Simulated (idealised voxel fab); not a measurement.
This is a process module. Its name is voxel self aligned vias.
Section shown: cut. Width: 300 nm. Cell size: 5 nm, square.
Reading order for cross-sections: top band down to bottom band. Underlying form: a grid of square cells. Band size: one or more rows of cells. Top height, bottom height, nm. Materials left to right, width each, nm. Single material + "throughout" = fills band edge to edge. "air" = empty. Height reference: 0 = level under which incoming wafer is all one material. Lowest band: no bottom, runs on downward, e.g. "top 0, no bottom". Width: "30..40" (first number = top row, second number = bottom row, same change from row to row of cells). You'll sometimes find "nothing different" written for a step, and that's the way of saying that nowhere in the cross-section did a cell change during that step. Look at "Completely sealed voids" for the closed voids: empty spaces with no open path to the top, sized 8 cells or up. Each is width x height at distance, distance from the left edge, all nm. Anything after a step's settings on that line? It's the simulator's own note about the step. The optional step-line setting "overlay nm" applies to steps with a mask and quantifies how far to the right of its planned location the mask lay, a negative value indicating leftward placement.

## These are the steps we planned for the process
step 1: op RECEIVE | material Si
step 2: op CONFORMAL_DEP | material SiO2 | thk nm 15
step 3: op CONFORMAL_DEP | material SiCN | thk nm 5
step 4: op DIRECTIONAL_DEP | material lowk | thk nm 30
step 5: op MASKED_ETCH | tone open | mask id LINES | width nm 20 | pitch nm 65 | etch materials lowk | depth nm 30 | overlay nm 0
step 6: op CONFORMAL_DEP | material TiN | thk nm 5
step 7: op FILL_DEP | material W | thk nm 10
step 8: op CMP | height nm 50
step 9: op SELECTIVE_ETCH | etch materials W Ru TiN | depth nm 5
step 10: op FILL_DEP | material SiN | thk nm 10
step 11: op CMP | height nm 50
step 12: op DIRECTIONAL_DEP | material lowk | thk nm 15
step 13: op PATTERN | tone open | mask id VIAS | material resist | width nm 40 | pitch nm 65 | thk nm 15 | overlay nm 0
step 14: op DIRECTIONAL_ETCH | etch materials lowk | depth nm 15
step 15: op DIRECTIONAL_ETCH | etch materials SiN | depth nm 5
step 16: op STRIP | etch materials resist
step 17: op CONFORMAL_DEP | material TiN | thk nm 5
step 18: op FILL_DEP | material Cu | thk nm 10
step 19: op CMP | height nm 65
step 20: op CONFORMAL_DEP | material SiN | thk nm 5

## The first of two wafers, run as planned

## Incoming wafer in cross-section (state: after step 1)
    top 0, no bottom = Si throughout
    Completely sealed voids: none

## After step 2, in cross-section
    top 15, bottom 0 = SiO2 throughout
    Under the height 0 nothing was changed.

## After step 3, in cross-section
    top 20, bottom 15 = SiCN throughout
    Under the height 15 nothing was changed.

## After step 4, in cross-section
    top 50, bottom 20 = lowk throughout
    Under the height 20 nothing was changed.

## After step 5, in cross-section
    top 50, bottom 20 = 75 lowk | 20 air | 45 lowk | 20 air | 45 lowk | 20 air | 75 lowk
    Under the height 20 nothing was changed.

## After step 6, in cross-section
    top 55, bottom 50 = 80 TiN | 10 air | 55 TiN | 10 air | 55 TiN | 10 air | 80 TiN
    top 50, bottom 25 = 75 lowk | 5 TiN | 10 air | 5 TiN | 45 lowk | 5 TiN | 10 air | 5 TiN | 45 lowk | 5 TiN | 10 air | 5 TiN | 75 lowk
    top 25, bottom 20 = 75 lowk | 20 TiN | 45 lowk | 20 TiN | 45 lowk | 20 TiN | 75 lowk
    Under the height 20 nothing was changed.

## After step 7, in cross-section
    top 65, bottom 55 = W throughout
    top 55, bottom 50 = 80 TiN | 10 W | 55 TiN | 10 W | 55 TiN | 10 W | 80 TiN
    top 50, bottom 25 = 75 lowk | 5 TiN | 10 W | 5 TiN | 45 lowk | 5 TiN | 10 W | 5 TiN | 45 lowk | 5 TiN | 10 W | 5 TiN | 75 lowk
    Under the height 25 nothing was changed.

## After step 8, in cross-section
    top 50, bottom 25 = 75 lowk | 5 TiN | 10 W | 5 TiN | 45 lowk | 5 TiN | 10 W | 5 TiN | 45 lowk | 5 TiN | 10 W | 5 TiN | 75 lowk
    Under the height 25 nothing was changed.

## After step 9, in cross-section
    top 50, bottom 45 = 75 lowk | 20 air | 45 lowk | 20 air | 45 lowk | 20 air | 75 lowk
    Under the height 45 nothing was changed.

## After step 10, in cross-section
    top 60, bottom 50 = SiN throughout
    top 50, bottom 45 = 75 lowk | 20 SiN | 45 lowk | 20 SiN | 45 lowk | 20 SiN | 75 lowk
    Under the height 45 nothing was changed.

## After step 11, in cross-section
    top 50, bottom 45 = 75 lowk | 20 SiN | 45 lowk | 20 SiN | 45 lowk | 20 SiN | 75 lowk
    Under the height 45 nothing was changed.

## After step 12, in cross-section
    top 65, bottom 50 = lowk throughout
    Under the height 50 nothing was changed.

## After step 13, in cross-section
    top 80, bottom 65 = 65 resist | 40 air | 25 resist | 40 air | 25 resist | 40 air | 65 resist
    Under the height 65 nothing was changed.

## After step 14, in cross-section
    top 80, bottom 65 = 65 resist | 40 air | 25 resist | 40 air | 25 resist | 40 air | 65 resist
    top 65, bottom 50 = 65 lowk | 40 air | 25 lowk | 40 air | 25 lowk | 40 air | 65 lowk
    Under the height 50 nothing was changed.

## After step 15, in cross-section
    top 80, bottom 65 = 65 resist | 40 air | 25 resist | 40 air | 25 resist | 40 air | 65 resist
    top 65, bottom 50 = 65 lowk | 40 air | 25 lowk | 40 air | 25 lowk | 40 air | 65 lowk
    top 50, bottom 45 = 75 lowk | 20 air | 45 lowk | 20 air | 45 lowk | 20 air | 75 lowk
    Under the height 45 nothing was changed.

## After step 16, in cross-section
    top 65, bottom 50 = 65 lowk | 40 air | 25 lowk | 40 air | 25 lowk | 40 air | 65 lowk
    Under the height 50 nothing was changed.

## After step 17, in cross-section
    top 70, bottom 65 = 70 TiN | 30 air | 35 TiN | 30 air | 35 TiN | 30 air | 70 TiN
    top 65, bottom 55 = 65 lowk | 5 TiN | 30 air | 5 TiN | 25 lowk | 5 TiN | 30 air | 5 TiN | 25 lowk | 5 TiN | 30 air | 5 TiN | 65 lowk
    top 55, bottom 50 = 65 lowk | 15 TiN | 10 air | 15 TiN | 25 lowk | 15 TiN | 10 air | 15 TiN | 25 lowk | 15 TiN | 10 air | 15 TiN | 65 lowk
    top 50, bottom 45 = 75 lowk | 20 TiN | 45 lowk | 20 TiN | 45 lowk | 20 TiN | 75 lowk
    Under the height 45 nothing was changed.

## After step 18, in cross-section
    top 80, bottom 70 = Cu throughout
    top 70, bottom 65 = 70 TiN | 30 Cu | 35 TiN | 30 Cu | 35 TiN | 30 Cu | 70 TiN
    top 65, bottom 55 = 65 lowk | 5 TiN | 30 Cu | 5 TiN | 25 lowk | 5 TiN | 30 Cu | 5 TiN | 25 lowk | 5 TiN | 30 Cu | 5 TiN | 65 lowk
    top 55, bottom 50 = 65 lowk | 15 TiN | 10 Cu | 15 TiN | 25 lowk | 15 TiN | 10 Cu | 15 TiN | 25 lowk | 15 TiN | 10 Cu | 15 TiN | 65 lowk
    Under the height 50 nothing was changed.

## After step 19, in cross-section
    top 65, bottom 55 = 65 lowk | 5 TiN | 30 Cu | 5 TiN | 25 lowk | 5 TiN | 30 Cu | 5 TiN | 25 lowk | 5 TiN | 30 Cu | 5 TiN | 65 lowk
    Under the height 55 nothing was changed.

## After step 20, in cross-section
    top 70, bottom 65 = SiN throughout
    Under the height 65 nothing was changed.

## Wafer two of two - same starting point, same process plan, one mistake in execution; matches wafer one up to and including step 12

## The second wafer in cross-section, at the planned close of step 13
    top 80, bottom 65 = 65 air | 40 resist | 25 air | 40 resist | 25 air | 40 resist | 65 air
    Under the height 65 nothing was changed.

## The second wafer in cross-section, at the planned close of step 14
    top 80, bottom 65 = 65 air | 40 resist | 25 air | 40 resist | 25 air | 40 resist | 65 air
    top 65, bottom 50 = 65 air | 40 lowk | 25 air | 40 lowk | 25 air | 40 lowk | 65 air
    Under the height 50 nothing was changed.

The second wafer in cross-section, at the planned close of step 15: nothing different

## The second wafer in cross-section, at the planned close of step 16
    top 65, bottom 50 = 65 air | 40 lowk | 25 air | 40 lowk | 25 air | 40 lowk | 65 air
    Under the height 50 nothing was changed.

## The second wafer in cross-section, at the planned close of step 17
    top 70, bottom 65 = 60 air | 50 TiN | 15 air | 50 TiN | 15 air | 50 TiN | 60 air
    top 65, bottom 55 = 60 air | 5 TiN | 40 lowk | 5 TiN | 15 air | 5 TiN | 40 lowk | 5 TiN | 15 air | 5 TiN | 40 lowk | 5 TiN | 60 air
    top 55, bottom 50 = 65 TiN | 40 lowk | 25 TiN | 40 lowk | 25 TiN | 40 lowk | 65 TiN
    Under the height 50 nothing was changed.

## The second wafer in cross-section, at the planned close of step 18
    top 80, bottom 70 = Cu throughout
    top 70, bottom 65 = 60 Cu | 50 TiN | 15 Cu | 50 TiN | 15 Cu | 50 TiN | 60 Cu
    top 65, bottom 55 = 60 Cu | 5 TiN | 40 lowk | 5 TiN | 15 Cu | 5 TiN | 40 lowk | 5 TiN | 15 Cu | 5 TiN | 40 lowk | 5 TiN | 60 Cu
    Under the height 55 nothing was changed.

## The second wafer in cross-section, at the planned close of step 19
    top 65, bottom 55 = 60 Cu | 5 TiN | 40 lowk | 5 TiN | 15 Cu | 5 TiN | 40 lowk | 5 TiN | 15 Cu | 5 TiN | 40 lowk | 5 TiN | 60 Cu
    Under the height 55 nothing was changed.

## The second wafer in cross-section, at the planned close of step 20
    top 70, bottom 65 = SiN throughout
    Under the height 65 nothing was changed.
Diagnosis: step 13 off recipe, ran as op PATTERN | tone cover | mask id VIAS | material resist | width nm 40 | pitch nm 65 | thk nm 15 | overlay nm 0
Per the end-of-run cell counts, the second wafer holds more or fewer of some materials than the first: +18 Cu, +12 SiN, +6 TiN, -36 lowk
